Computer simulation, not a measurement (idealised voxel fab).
Herein follows the process module entitled voxel transistor to metal.
In the cross-section labelled cut, the width is 275 nm and each square cell is 5 nm.
If you're reading a cross-section in this doc, picture square cells in a grid; it comes to you as bands, top ones listed first down to the bottom, and a band can be one or more rows of cells.
The entry gives the band's vertical extent as a top height and a bottom height in nm, then its horizontal make-up as materials from left to right, each with a width in nm. "blank" stands for empty space; a single material marked "edge to edge" fills the band edge to edge.
Note: height 0 marks the level under which the wafer is uniformly one material as received. Lowest band unbounded below, written "z 0 and below".
The two numbers in a width such as "30->40" mark its ends across the band: the first belongs to the top row of cells, the second to the bottom row, and from each row to the next the width moves by the same amount.
Where the words "nothing different" appear for a step, the cross-section shows no cell changed by that step; every cell remained as before.
Closed empty spaces (no open way to the top) of 8 cells or more are what "Sealed void inventory" lists, each as width x height at distance from the left edge, nm for all three.
That trailing text on a step's line, after the settings, is the simulator's own remark on the step.
Among the settings permitted on a step's line is "overlay nm"; applied to a step with a mask, it specifies the extent to which the mask lay to the right of its planned position, whereas a negative figure signifies a position to the left.
-- Listed below are the process steps as planned
1 RECEIVE, material Si
2 CONFORMAL_DEP, material SiO2, thk nm 5
3 CONFORMAL_DEP, material SiN, thk nm 15
4 DIRECTIONAL_DEP, material aC, thk nm 10
5 PATTERN, tone cover, mask id ACTIVE, material resist, width nm 95, pitch nm 120, thk nm 25, overlay nm 0
6 DIRECTIONAL_ETCH, etch materials aC, depth nm 10
7 STRIP, etch materials resist
8 DIRECTIONAL_ETCH, etch materials SiN, depth nm 15
9 DIRECTIONAL_ETCH, etch materials SiO2, depth nm 5
10 DIRECTIONAL_ETCH, etch materials Si, depth nm 25
11 STRIP, etch materials aC
12 OXIDIZE, depth nm 5
13 FILL_DEP, material SiO2, thk nm 15
14 CMP, height nm 20
15 SELECTIVE_ETCH, etch materials SiO2, depth nm 10
16 STRIP, etch materials SiN
17 SELECTIVE_ETCH, etch materials SiO2, depth nm 5
18 OXIDIZE, depth nm 5
19 DIRECTIONAL_DEP, material polySi, thk nm 30
20 DIRECTIONAL_DEP, material SiCN, thk nm 15
21 DIRECTIONAL_DEP, material aC, thk nm 15
22 PATTERN, tone cover, mask id GATE, material resist, width nm 25, pitch nm 120, thk nm 30, overlay nm 0
23 DIRECTIONAL_ETCH, etch materials aC, depth nm 15
24 STRIP, etch materials resist
25 DIRECTIONAL_ETCH, etch materials SiCN, depth nm 25
26 DIRECTIONAL_ETCH, etch materials polySi, depth nm 40
27 STRIP, etch materials aC
28 CONFORMAL_DEP, material SiO2, thk nm 5
29 DIRECTIONAL_ETCH, etch materials SiO2, depth nm 5
30 CONFORMAL_DEP, material SiN, thk nm 5
31 DIRECTIONAL_ETCH, etch materials SiN, depth nm 5
32 DIRECTIONAL_ETCH, etch materials SiO2, depth nm 5
33 EPI, material pSi, thk nm 5
34 FILL_DEP, material SiO2, thk nm 5
35 CMP, height nm 30
36 STRIP, etch materials polySi
37 SELECTIVE_ETCH, etch materials SiO2, depth nm 5
38 CONFORMAL_DEP, material HfO2, thk nm 5
39 CONFORMAL_DEP, material TiN, thk nm 5
40 FILL_DEP, material W, thk nm 10
41 CMP, height nm 25
42 DIRECTIONAL_DEP, material SiO2, thk nm 15
43 DIRECTIONAL_DEP, material aC, thk nm 15
44 PATTERN, tone open, mask id CONTACT, material resist, width nm 15, thk nm 30, overlay nm 0
45 DIRECTIONAL_ETCH, etch materials aC, depth nm 15
46 STRIP, etch materials resist
47 DIRECTIONAL_ETCH, etch materials SiO2, depth nm 40
48 STRIP, etch materials aC
49 CONFORMAL_DEP, material TiN, thk nm 5
50 FILL_DEP, material W, thk nm 5
51 CMP, height nm 40
52 CONFORMAL_DEP, material SiN, thk nm 5
53 DIRECTIONAL_DEP, material SiO2, thk nm 20
54 PATTERN, tone open, mask id METAL_1, material resist, width nm 15, thk nm 15, overlay nm 0
55 DIRECTIONAL_ETCH, etch materials SiO2, depth nm 20
56 DIRECTIONAL_ETCH, etch materials SiN, depth nm 5
57 STRIP, etch materials resist
58 CONFORMAL_DEP, material TiN, thk nm 5
59 FILL_DEP, material Cu, thk nm 5
60 CMP, height nm 65
61 CONFORMAL_DEP, material SiCN, thk nm 5
62 DIRECTIONAL_DEP, material lowk, thk nm 30
63 MASKED_ETCH, tone open, mask id METAL_2, width nm 15, pitch nm 120, etch materials lowk, depth nm 20, overlay nm 0
64 PATTERN, tone open, mask id METAL_2_HOLES, material resist, width nm 15, pitch nm 120, thk nm 20, overlay nm 0
65 DIRECTIONAL_ETCH, etch materials lowk, depth nm 10
66 DIRECTIONAL_ETCH, etch materials SiCN, depth nm 5
67 STRIP, etch materials resist
68 CONFORMAL_DEP, material TiN, thk nm 5
69 FILL_DEP, material Cu, thk nm 10
70 CMP, height nm 100
71 CONFORMAL_DEP, material SiN, thk nm 5
-- Cross-section: wafer on arrival = after step 1
> z 0 and below  Si edge to edge
> Sealed void inventory: none
-- End-of-module cross-section. Starting structure and process plan as above; one mistake made in running it
> z 105 to 100  SiN edge to edge
> z 100 to 70  lowk 35 / TiN 5 / Cu 5 / TiN 5 / lowk 105 / TiN 5 / Cu 5 / TiN 5 / lowk 105
> z 70 to 65  SiCN 35 / TiN 15 / SiCN 105 / TiN 15 / SiCN 105
> z 65 to 60  SiN 35 / TiN 15 / SiN 55 / TiN 15 / SiN 35 / TiN 15 / SiN 55 / TiN 15 / SiN 35
> z 60 to 40  SiO2 edge to edge
> z 40 to 25  SiO2 35 / TiN 5 / W 5 / TiN 5 / SiO2 55 / TiN 5 / W 5 / TiN 5 / SiO2 35 / TiN 5 / W 5 / TiN 5 / SiO2 55 / TiN 5 / W 5 / TiN 5 / SiO2 35
> z 25 to 5  SiO2 35 / TiN 5 / W 5 / TiN 5 / SiO2 5 / SiN 5 / HfO2 5 / TiN 5 / W 15 / TiN 5 / HfO2 5 / SiN 5 / SiO2 5 / TiN 5 / W 5 / TiN 5 / SiO2 35 / TiN 5 / W 5 / TiN 5 / SiO2 5 / SiN 5 / HfO2 5 / TiN 5 / W 15 / TiN 5 / HfO2 5 / SiN 5 / SiO2 5 / TiN 5 / W 5 / TiN 5 / SiO2 35
> z 5 to 0  SiO2 30 / SiN 5 / TiN 15 / SiO2 5 / SiN 5 / HfO2 5 / TiN 25 / HfO2 5 / SiN 5 / SiO2 5 / TiN 15 / SiN 5 / SiO2 25 / SiN 5 / TiN 15 / SiO2 5 / SiN 5 / HfO2 5 / TiN 25 / HfO2 5 / SiN 5 / SiO2 5 / TiN 15 / SiN 5 / SiO2 30
> z 0 to -5  SiO2 35 / pSi 20 / SiO2 5 / HfO2 35 / SiO2 5 / pSi 20 / SiO2 35 / pSi 20 / SiO2 5 / HfO2 35 / SiO2 5 / pSi 20 / SiO2 35
> z -5 to -30  SiO2 35 / Si 85 / SiO2 35 / Si 85 / SiO2 35
> z -30 and below  Si edge to edge
> Sealed void inventory: none
Short version of what went wrong: swap of plan steps 52 and 53 during execution
